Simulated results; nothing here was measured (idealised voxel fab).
process module | voxel lift off
cross-section cut | 285 nm wide | cells 5 nm
A cross-section is a grid of square cells, given in bands from the top down. A band is one or more rows of cells.
Each band's line starts with the height of the band's top and of its bottom, in nm. Then come its materials from left to right, each with its width in nm. One material with "throughout" fills the band from edge to edge. "air" is empty space.
Height 0 is the level under which the wafer as received is all one material. The lowest band goes on downwards, as in "0 down".
A width such as "30 to 40" changes by the same amount from each row of cells to the next, from the band's top row to its bottom row.
"no change" after a step means that no cell of the cross-section changed.
closed voids: empty space of 8 cells or more with no open way to the top, each as width x height at its distance from the left edge, in nm
after a step's settings: what the simulator itself notes on the step
overlay nm, on a step with a mask: how far to the right of its planned place the mask lay; to the left if negative
Each pair below shows a cross-section before one step and the cross-section after it, down to the lowest band that changed. The line under each pair gives the step between them, with its settings. The pairs can come from different runs of this module on the same starting wafer, so a pair continues from the pair above only where its "before" says so.
before
  0 down: Si throughout
  closed voids: none
after
  15 to 0: Al2O3 throughout
  below 0: unchanged
  closed voids: none
the step between: op CONFORMAL_DEP | material Al2O3 | thk nm 15
before: the cross-section after the pair above
after
  45 to 15: resist 70 | air 20 | resist 20 | air 20 | resist 20 | air 20 | resist 20 | air 20 | resist 75
  below 15: unchanged
  closed voids: none
the step between: op PATTERN | tone open | mask id LINES | material resist | width nm 20 | pitch nm 40 | thk nm 30 | overlay nm 0
before: the cross-section after the pair above
after
  60 to 45: Ru 70 | air 20 | Ru 20 | air 20 | Ru 20 | air 20 | Ru 20 | air 20 | Ru 75
  45 to 30: resist 70 | air 20 | resist 20 | air 20 | resist 20 | air 20 | resist 20 | air 20 | resist 75
  30 to 15: resist 70 | Ru 20 | resist 20 | Ru 20 | resist 20 | Ru 20 | resist 20 | Ru 20 | resist 75
  below 15: unchanged
  closed voids: none
the step between: op DIRECTIONAL_DEP | material Ru | thk nm 15
before: the cross-section after the pair above
after
  30 to 15: air 70 | Ru 20 | air 20 | Ru 20 | air 20 | Ru 20 | air 20 | Ru 20 | air 75
  below 15: unchanged
  closed voids: none
the step between: op STRIP | etch materials resist
before: the cross-section after the pair above
after
  35 to 30: air 65 | SiO2 30 | air 10 | SiO2 30 | air 10 | SiO2 30 | air 10 | SiO2 30 | air 70
  30 to 20: air 65 | SiO2 5 | Ru 20 | SiO2 5 | air 10 | SiO2 5 | Ru 20 | SiO2 5 | air 10 | SiO2 5 | Ru 20 | SiO2 5 | air 10 | SiO2 5 | Ru 20 | SiO2 5 | air 70
  20 to 15: SiO2 70 | Ru 20 | SiO2 20 | Ru 20 | SiO2 20 | Ru 20 | SiO2 20 | Ru 20 | SiO2 75
  below 15: unchanged
  closed voids: none
the step between: op CONFORMAL_DEP | material SiO2 | thk nm 5
before
  0 down: Si throughout
  closed voids: none
after
  30 to 0: resist 70 | air 20 | resist 20 | air 20 | resist 20 | air 20 | resist 20 | air 20 | resist 75
  below 0: unchanged
  closed voids: none
the step between: op PATTERN | tone open | mask id LINES | material resist | width nm 20 | pitch nm 40 | thk nm 30 | overlay nm 0
before: the cross-section after the pair above
after
  45 to 30: Ru 70 | air 20 | Ru 20 | air 20 | Ru 20 | air 20 | Ru 20 | air 20 | Ru 75
  30 to 15: resist 70 | air 20 | resist 20 | air 20 | resist 20 | air 20 | resist 20 | air 20 | resist 75
  15 to 0: resist 70 | Ru 20 | resist 20 | Ru 20 | resist 20 | Ru 20 | resist 20 | Ru 20 | resist 75
  below 0: unchanged
  closed voids: none
the step between: op DIRECTIONAL_DEP | material Ru | thk nm 15
before: the cross-section after the pair above
after
  15 to 0: air 70 | Ru 20 | air 20 | Ru 20 | air 20 | Ru 20 | air 20 | Ru 20 | air 75
  below 0: unchanged
  closed voids: none
the step between: op STRIP | etch materials resist
before: the cross-section after the pair above
after
  20 to 15: air 65 | SiO2 30 | air 10 | SiO2 30 | air 10 | SiO2 30 | air 10 | SiO2 30 | air 70
  15 to 5: air 65 | SiO2 5 | Ru 20 | SiO2 5 | air 10 | SiO2 5 | Ru 20 | SiO2 5 | air 10 | SiO2 5 | Ru 20 | SiO2 5 | air 10 | SiO2 5 | Ru 20 | SiO2 5 | air 70
  5 to 0: SiO2 70 | Ru 20 | SiO2 20 | Ru 20 | SiO2 20 | Ru 20 | SiO2 20 | Ru 20 | SiO2 75
  below 0: unchanged
  closed voids: none
the step between: op CONFORMAL_DEP | material SiO2 | thk nm 5
before
  15 to 0: Al2O3 throughout
  0 down: Si throughout
  closed voids: none
after
  30 to 0: Al2O3 throughout
  below 0: unchanged
  closed voids: none
the step between: op CONFORMAL_DEP | material Al2O3 | thk nm 15
before: the cross-section after the pair above
after
  60 to 30: resist 70 | air 20 | resist 20 | air 20 | resist 20 | air 20 | resist 20 | air 20 | resist 75
  below 30: unchanged
  closed voids: none
the step between: op PATTERN | tone open | mask id LINES | material resist | width nm 20 | pitch nm 40 | thk nm 30 | overlay nm 0
before: the cross-section after the pair above
after
  75 to 60: Ru 70 | air 20 | Ru 20 | air 20 | Ru 20 | air 20 | Ru 20 | air 20 | Ru 75
  60 to 45: resist 70 | air 20 | resist 20 | air 20 | resist 20 | air 20 | resist 20 | air 20 | resist 75
  45 to 30: resist 70 | Ru 20 | resist 20 | Ru 20 | resist 20 | Ru 20 | resist 20 | Ru 20 | resist 75
  below 30: unchanged
  closed voids: none
the step between: op DIRECTIONAL_DEP | material Ru | thk nm 15
before: the cross-section after the pair above
after
  45 to 30: air 70 | Ru 20 | air 20 | Ru 20 | air 20 | Ru 20 | air 20 | Ru 20 | air 75
  below 30: unchanged
  closed voids: none
the step between: op STRIP | etch materials resist
before: the cross-section after the pair above
after
  50 to 45: air 65 | SiO2 30 | air 10 | SiO2 30 | air 10 | SiO2 30 | air 10 | SiO2 30 | air 70
  45 to 35: air 65 | SiO2 5 | Ru 20 | SiO2 5 | air 10 | SiO2 5 | Ru 20 | SiO2 5 | air 10 | SiO2 5 | Ru 20 | SiO2 5 | air 10 | SiO2 5 | Ru 20 | SiO2 5 | air 70
  35 to 30: SiO2 70 | Ru 20 | SiO2 20 | Ru 20 | SiO2 20 | Ru 20 | SiO2 20 | Ru 20 | SiO2 75
  below 30: unchanged
  closed voids: none
the step between: op CONFORMAL_DEP | material SiO2 | thk nm 5
before
  45 to 15: resist 70 | air 20 | resist 20 | air 20 | resist 20 | air 20 | resist 20 | air 20 | resist 75
  15 to 0: Al2O3 throughout
  0 down: Si throughout
  closed voids: none
after
  65 to 45: Ru 70 | air 20 | Ru 20 | air 20 | Ru 20 | air 20 | Ru 20 | air 20 | Ru 75
  45 to 35: resist 70 | air 20 | resist 20 | air 20 | resist 20 | air 20 | resist 20 | air 20 | resist 75
  35 to 15: resist 70 | Ru 20 | resist 20 | Ru 20 | resist 20 | Ru 20 | resist 20 | Ru 20 | resist 75
  below 15: unchanged
  closed voids: none
the step between: op DIRECTIONAL_DEP | material Ru | thk nm 20
before: the cross-section after the pair above
after
  35 to 15: air 70 | Ru 20 | air 20 | Ru 20 | air 20 | Ru 20 | air 20 | Ru 20 | air 75
  below 15: unchanged
  closed voids: none
the step between: op STRIP | etch materials resist
before: the cross-section after the pair above
after
  40 to 35: air 65 | SiO2 30 | air 10 | SiO2 30 | air 10 | SiO2 30 | air 10 | SiO2 30 | air 70
  35 to 20: air 65 | SiO2 5 | Ru 20 | SiO2 5 | air 10 | SiO2 5 | Ru 20 | SiO2 5 | air 10 | SiO2 5 | Ru 20 | SiO2 5 | air 10 | SiO2 5 | Ru 20 | SiO2 5 | air 70
  20 to 15: SiO2 70 | Ru 20 | SiO2 20 | Ru 20 | SiO2 20 | Ru 20 | SiO2 20 | Ru 20 | SiO2 75
  below 15: unchanged
  closed voids: none
the step between: op CONFORMAL_DEP | material SiO2 | thk nm 5
before
  15 to 0: Al2O3 throughout
  0 down: Si throughout
  closed voids: none
after
  45 to 15: resist 70 | air 25 | resist 15 | air 25 | resist 15 | air 25 | resist 15 | air 25 | resist 70
  below 15: unchanged
  closed voids: none
the step between: op PATTERN | tone open | mask id LINES | material resist | width nm 25 | pitch nm 40 | thk nm 30 | overlay nm 0
before: the cross-section after the pair above
after
  60 to 45: Ru 70 | air 25 | Ru 15 | air 25 | Ru 15 | air 25 | Ru 15 | air 25 | Ru 70
  45 to 30: resist 70 | air 25 | resist 15 | air 25 | resist 15 | air 25 | resist 15 | air 25 | resist 70
  30 to 15: resist 70 | Ru 25 | resist 15 | Ru 25 | resist 15 | Ru 25 | resist 15 | Ru 25 | resist 70
  below 15: unchanged
  closed voids: none
the step between: op DIRECTIONAL_DEP | material Ru | thk nm 15
before: the cross-section after the pair above
after
  30 to 15: air 70 | Ru 25 | air 15 | Ru 25 | air 15 | Ru 25 | air 15 | Ru 25 | air 70
  below 15: unchanged
  closed voids: none
the step between: op STRIP | etch materials resist
before: the cross-section after the pair above
after
  35 to 30: air 65 | SiO2 35 | air 5 | SiO2 35 | air 5 | SiO2 35 | air 5 | SiO2 35 | air 65
  30 to 20: air 65 | SiO2 5 | Ru 25 | SiO2 5 | air 5 | SiO2 5 | Ru 25 | SiO2 5 | air 5 | SiO2 5 | Ru 25 | SiO2 5 | air 5 | SiO2 5 | Ru 25 | SiO2 5 | air 65
  20 to 15: SiO2 70 | Ru 25 | SiO2 15 | Ru 25 | SiO2 15 | Ru 25 | SiO2 15 | Ru 25 | SiO2 70
  below 15: unchanged
  closed voids: none
the step between: op CONFORMAL_DEP | material SiO2 | thk nm 5
before
  15 to 0: Al2O3 throughout
  0 down: Si throughout
  closed voids: none
after
  45 to 15: resist 60 | air 20 | resist 20 | air 20 | resist 20 | air 20 | resist 20 | air 20 | resist 85
  below 15: unchanged
  closed voids: none
the step between: op PATTERN | tone open | mask id LINES | material resist | width nm 20 | pitch nm 40 | thk nm 30 | overlay nm -10
before: the cross-section after the pair above
after
  60 to 45: Ru 60 | air 20 | Ru 20 | air 20 | Ru 20 | air 20 | Ru 20 | air 20 | Ru 85
  45 to 30: resist 60 | air 20 | resist 20 | air 20 | resist 20 | air 20 | resist 20 | air 20 | resist 85
  30 to 15: resist 60 | Ru 20 | resist 20 | Ru 20 | resist 20 | Ru 20 | resist 20 | Ru 20 | resist 85
  below 15: unchanged
  closed voids: none
the step between: op DIRECTIONAL_DEP | material Ru | thk nm 15
before: the cross-section after the pair above
after
  30 to 15: air 60 | Ru 20 | air 20 | Ru 20 | air 20 | Ru 20 | air 20 | Ru 20 | air 85
  below 15: unchanged
  closed voids: none
the step between: op STRIP | etch materials resist
before: the cross-section after the pair above
after
  35 to 30: air 55 | SiO2 30 | air 10 | SiO2 30 | air 10 | SiO2 30 | air 10 | SiO2 30 | air 80
  30 to 20: air 55 | SiO2 5 | Ru 20 | SiO2 5 | air 10 | SiO2 5 | Ru 20 | SiO2 5 | air 10 | SiO2 5 | Ru 20 | SiO2 5 | air 10 | SiO2 5 | Ru 20 | SiO2 5 | air 80
  20 to 15: SiO2 60 | Ru 20 | SiO2 20 | Ru 20 | SiO2 20 | Ru 20 | SiO2 20 | Ru 20 | SiO2 85
  below 15: unchanged
  closed voids: none
the step between: op CONFORMAL_DEP | material SiO2 | thk nm 5
before
  0 down: Si throughout
  closed voids: none
after
  15 to 0: SiO2 throughout
  below 0: unchanged
  closed voids: none
the step between: op CONFORMAL_DEP | material SiO2 | thk nm 15
before: the cross-section after the pair above
after
  45 to 15: resist 70 | air 20 | resist 20 | air 20 | resist 20 | air 20 | resist 20 | air 20 | resist 75
  below 15: unchanged
  closed voids: none
the step between: op PATTERN | tone open | mask id LINES | material resist | width nm 20 | pitch nm 40 | thk nm 30 | overlay nm 0
before: the cross-section after the pair above
after
  60 to 45: Ru 70 | air 20 | Ru 20 | air 20 | Ru 20 | air 20 | Ru 20 | air 20 | Ru 75
  45 to 30: resist 70 | air 20 | resist 20 | air 20 | resist 20 | air 20 | resist 20 | air 20 | resist 75
  30 to 15: resist 70 | Ru 20 | resist 20 | Ru 20 | resist 20 | Ru 20 | resist 20 | Ru 20 | resist 75
  below 15: unchanged
  closed voids: none
the step between: op DIRECTIONAL_DEP | material Ru | thk nm 15
before: the cross-section after the pair above
after
  30 to 15: air 70 | Ru 20 | air 20 | Ru 20 | air 20 | Ru 20 | air 20 | Ru 20 | air 75
  below 15: unchanged
  closed voids: none
the step between: op STRIP | etch materials resist
before: the cross-section after the pair above
after
  35 to 30: air 65 | SiO2 30 | air 10 | SiO2 30 | air 10 | SiO2 30 | air 10 | SiO2 30 | air 70
  30 to 20: air 65 | SiO2 5 | Ru 20 | SiO2 5 | air 10 | SiO2 5 | Ru 20 | SiO2 5 | air 10 | SiO2 5 | Ru 20 | SiO2 5 | air 10 | SiO2 5 | Ru 20 | SiO2 5 | air 70
  20 to 15: SiO2 70 | Ru 20 | SiO2 20 | Ru 20 | SiO2 20 | Ru 20 | SiO2 20 | Ru 20 | SiO2 75
  below 15: unchanged
  closed voids: none
the step between: op CONFORMAL_DEP | material SiO2 | thk nm 5
before
  15 to 0: Al2O3 throughout
  0 down: Si throughout
  closed voids: none
after
  45 to 15: air 70 | resist 20 | air 20 | resist 20 | air 20 | resist 20 | air 20 | resist 20 | air 75
  below 15: unchanged
  closed voids: none
the step between: op PATTERN | tone cover | mask id LINES | material resist | width nm 20 | pitch nm 40 | thk nm 30 | overlay nm 0
before: the cross-section after the pair above
after
  60 to 45: air 70 | Ru 20 | air 20 | Ru 20 | air 20 | Ru 20 | air 20 | Ru 20 | air 75
  45 to 30: air 70 | resist 20 | air 20 | resist 20 | air 20 | resist 20 | air 20 | resist 20 | air 75
  30 to 15: Ru 70 | resist 20 | Ru 20 | resist 20 | Ru 20 | resist 20 | Ru 20 | resist 20 | Ru 75
  below 15: unchanged
  closed voids: none
the step between: op DIRECTIONAL_DEP | material Ru | thk nm 15
before: the cross-section after the pair above
after
  30 to 15: Ru 70 | air 20 | Ru 20 | air 20 | Ru 20 | air 20 | Ru 20 | air 20 | Ru 75
  below 15: unchanged
  closed voids: none
the step between: op STRIP | etch materials resist
before: the cross-section after the pair above
after
  35 to 30: SiO2 75 | air 10 | SiO2 30 | air 10 | SiO2 30 | air 10 | SiO2 30 | air 10 | SiO2 80
  30 to 20: Ru 70 | SiO2 5 | air 10 | SiO2 5 | Ru 20 | SiO2 5 | air 10 | SiO2 5 | Ru 20 | SiO2 5 | air 10 | SiO2 5 | Ru 20 | SiO2 5 | air 10 | SiO2 5 | Ru 75
  20 to 15: Ru 70 | SiO2 20 | Ru 20 | SiO2 20 | Ru 20 | SiO2 20 | Ru 20 | SiO2 20 | Ru 75
  below 15: unchanged
  closed voids: none
the step between: op CONFORMAL_DEP | material SiO2 | thk nm 5
